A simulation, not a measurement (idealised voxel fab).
Module name: voxel local oxidation (process module)
Cross-sectional view cut (width: 245 nm; square cell size: 5 nm).
Just so we're on the same page, the cross-sections are grids of square cells, and they're listed out in bands top to bottom, each band one or more rows deep.
Basically the band line says how high the top is and how high the bottom is, in nm, and then what's in it from left to right, every material with its width in nm. Empty space shows up as "blank", and if a single material carries "all across" it runs the full band edge to edge.
Below 0: as-received wafer, all one material; heights counted from there. Lowest band: no bottom, goes on down, written "0 down".
With a width like "30 to 40", each row of cells in the band differs from the next by the same amount, the top row carrying the first number and the bottom row the second.
"identical to before", as given for a step, is the statement that not any cell of the cross-section underwent a change during that step.
The list in "Completely enclosed voids" covers empty spaces of 8 cells or more that cannot reach the top through any open way, and it gives each as width x height at distance; the distance is from the left edge, and width, height and distance are in nm.
On each step's line, the part that comes after the settings is the simulator's own comment on the step.
On any step carrying a mask, the "overlay nm" setting, if present on the step's line, tells how far right of its planned place the mask lay; negative values point to the left.

Planned step list for the process
| 1 | RECEIVE with material Si |
| 2 | OXIDIZE with depth nm 5 |
| 3 | CONFORMAL_DEP with material SiN, thk nm 15 |
| 4 | DIRECTIONAL_DEP with material aC, thk nm 15 |
| 5 | PATTERN with tone cover, mask id ACTIVE, material resist, width nm 105, thk nm 30, overlay nm 0 |
| 6 | DIRECTIONAL_ETCH with etch materials aC, depth nm 15 |
| 7 | STRIP with etch materials resist |
| 8 | DIRECTIONAL_ETCH with etch materials SiN, depth nm 15 |
| 9 | STRIP with etch materials aC |
| 10 | SELECTIVE_ETCH with etch materials SiO2, depth nm 5 |
| 11 | OXIDIZE with depth nm 15 |
| 12 | STRIP with etch materials SiN |

So, the first of our two wafers, run just as we planned it

Cross-section of the wafer as it came to us, i.e., already through step 1
0 down = Si all across
Completely enclosed voids: none

Take a look at the wafer's cross-section after step 2
0 to -5 = SiO2 all across
Everything under -5 stays put, no change at all.

Take a look at the wafer's cross-section after step 3
15 to 0 = SiN all across
Everything under 0 stays put, no change at all.

Take a look at the wafer's cross-section after step 4
30 to 15 = aC all across
Everything under 15 stays put, no change at all.

Take a look at the wafer's cross-section after step 5
60 to 30 = blank 70; resist 105; blank 70
Everything under 30 stays put, no change at all.

Take a look at the wafer's cross-section after step 6
45 to 30 = blank 70; resist 105; blank 70
30 to 15 = blank 70; aC 105; blank 70
Everything under 15 stays put, no change at all.

Take a look at the wafer's cross-section after step 7
30 to 15 = blank 70; aC 105; blank 70
Everything under 15 stays put, no change at all.

Take a look at the wafer's cross-section after step 8
30 to 15 = blank 70; aC 105; blank 70
15 to 0 = blank 70; SiN 105; blank 70
Everything under 0 stays put, no change at all.

Take a look at the wafer's cross-section after step 9
15 to 0 = blank 70; SiN 105; blank 70
Everything under 0 stays put, no change at all.

Take a look at the wafer's cross-section after step 10
15 to 0 = blank 70; SiN 105; blank 70
0 to -5 = blank 75; SiO2 95; blank 75
Everything under -5 stays put, no change at all.

Take a look at the wafer's cross-section after step 11
15 to 0 = blank 70; SiN 105; blank 70
0 to -5 = blank 75; SiO2 95; blank 75
-5 to -20 = SiO2 90; Si 65; SiO2 90
Everything under -20 stays put, no change at all.

Take a look at the wafer's cross-section after step 12
0 to -5 = blank 75; SiO2 95; blank 75
Everything under -5 stays put, no change at all.

Second wafer: like start, like plan, one mistake. Through step 6 it matches the first wafer

At the planned end of step 7, the second wafer in cross-section: identical to before

At the planned end of step 8, the second wafer in cross-section
45 to 30 = blank 70; resist 105; blank 70
30 to 15 = blank 70; aC 105; blank 70
15 to 0 = blank 70; SiN 105; blank 70
Everything under 0 stays put, no change at all.

At the planned end of step 9, the second wafer in cross-section
15 to 0 = blank 70; SiN 105; blank 70
Everything under 0 stays put, no change at all.

At the planned end of step 10, the second wafer in cross-section
15 to 0 = blank 70; SiN 105; blank 70
0 to -5 = blank 75; SiO2 95; blank 75
Everything under -5 stays put, no change at all.

At the planned end of step 11, the second wafer in cross-section
15 to 0 = blank 70; SiN 105; blank 70
0 to -5 = blank 75; SiO2 95; blank 75
-5 to -20 = SiO2 90; Si 65; SiO2 90
Everything under -20 stays put, no change at all.

At the planned end of step 12, the second wafer in cross-section
0 to -5 = blank 75; SiO2 95; blank 75
Everything under -5 stays put, no change at all.
What went wrong in running the wafer? step 7 was left out
Outcome: the two wafer cross-sections end up identical, and the model's computation is unaffected by the mistake.
